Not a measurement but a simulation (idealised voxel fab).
Process module in this document: voxel self aligned contacts
This is section cut - it's 175 nm across, gridded in 5 nm square cells.
This document writes a cross-section as a grid whose cells are square, and gives it as bands, listed from the top down; one or more rows of cells form a band.
Top, bottom (nm), then materials left to right with widths (nm); lone material tagged "everywhere" fills the whole band edge to edge; "air" = empty space.
Heads up on the height convention: 0 is the point under which the incoming wafer is all one material, and the lowest band has no bottom, it just keeps going down, like "0 and below".
When a width is written as two numbers, as in "30->40", the first number is the width in the top row of cells of the band and the second is the width in its bottom row, and the width changes by the same amount from each row to the next.
No cell of the cross-section changed in a step that is given as "nothing was modified".
So "Voids, enclosed" is basically the list of trapped voids: any empty space of 8 cells or more that can't reach the top through an opening. They're written width x height at distance, the distance being from the left edge, and it's all nm.
Post-settings text on a step line: simulator's own remark regarding the step.
A step's line can hold "overlay nm"; with a mask on that step, the setting says how far right of the planned place the mask lay, while a negative setting says it lay to the left.
# Planned step list for the process
1) RECEIVE,material Si
2) CONFORMAL_DEP,material SiO2,thk nm 5
3) DIRECTIONAL_DEP,material polySi,thk nm 25
4) DIRECTIONAL_DEP,material SiN,thk nm 15
5) DIRECTIONAL_DEP,material aC,thk nm 10
6) PATTERN,tone cover,mask id GATE,material resist,width nm 30,pitch nm 55,thk nm 30,overlay nm 0
7) DIRECTIONAL_ETCH,etch materials aC,depth nm 10
8) STRIP,etch materials resist
9) DIRECTIONAL_ETCH,etch materials SiN,depth nm 15
10) DIRECTIONAL_ETCH,etch materials polySi,depth nm 25
11) STRIP,etch materials aC
12) CONFORMAL_DEP,material SiN,thk nm 5
13) DIRECTIONAL_ETCH,etch materials SiN,depth nm 5
14) FILL_DEP,material SiO2,thk nm 20
15) CMP,height nm 55
16) MASKED_ETCH,tone open,mask id CONTACT,width nm 25,etch materials SiO2,depth nm 55,overlay nm 0
17) CONFORMAL_DEP,material TiN,thk nm 5
18) FILL_DEP,material Ru,thk nm 5
19) CMP,height nm 55
20) CONFORMAL_DEP,material SiCN,thk nm 5
Split variable: width nm, step 16. Plan value = first wafer. Wafers start alike.
# As received, i.e. after step 1: cross-section through the first of several wafers
  0 and below: Si everywhere
  Voids, enclosed: none
# What follows is a table in which each wafer occupies a row; for the wafer as it stands at the close of the module, the row states, material by material, how many cells have been gained (+) or lost (-) since receipt, and then gives its closed voids
width nm 25; +12 Ru; +35 SiCN; +68 SiN; +220 SiO2; +25 TiN; +60 polySi; Voids, enclosed: none
width nm 30; +13 Ru; +35 SiCN; +68 SiN; +218 SiO2; +26 TiN; +60 polySi; Voids, enclosed: none
width nm 35; +14 Ru; +35 SiCN; +68 SiN; +216 SiO2; +27 TiN; +60 polySi; Voids, enclosed: none
width nm 40; +15 Ru; +35 SiCN; +68 SiN; +214 SiO2; +28 TiN; +60 polySi; Voids, enclosed: none
width nm 45; +16 Ru; +35 SiCN; +68 SiN; +212 SiO2; +29 TiN; +60 polySi; Voids, enclosed: none
width nm 50; +17 Ru; +35 SiCN; +68 SiN; +210 SiO2; +30 TiN; +60 polySi; Voids, enclosed: none
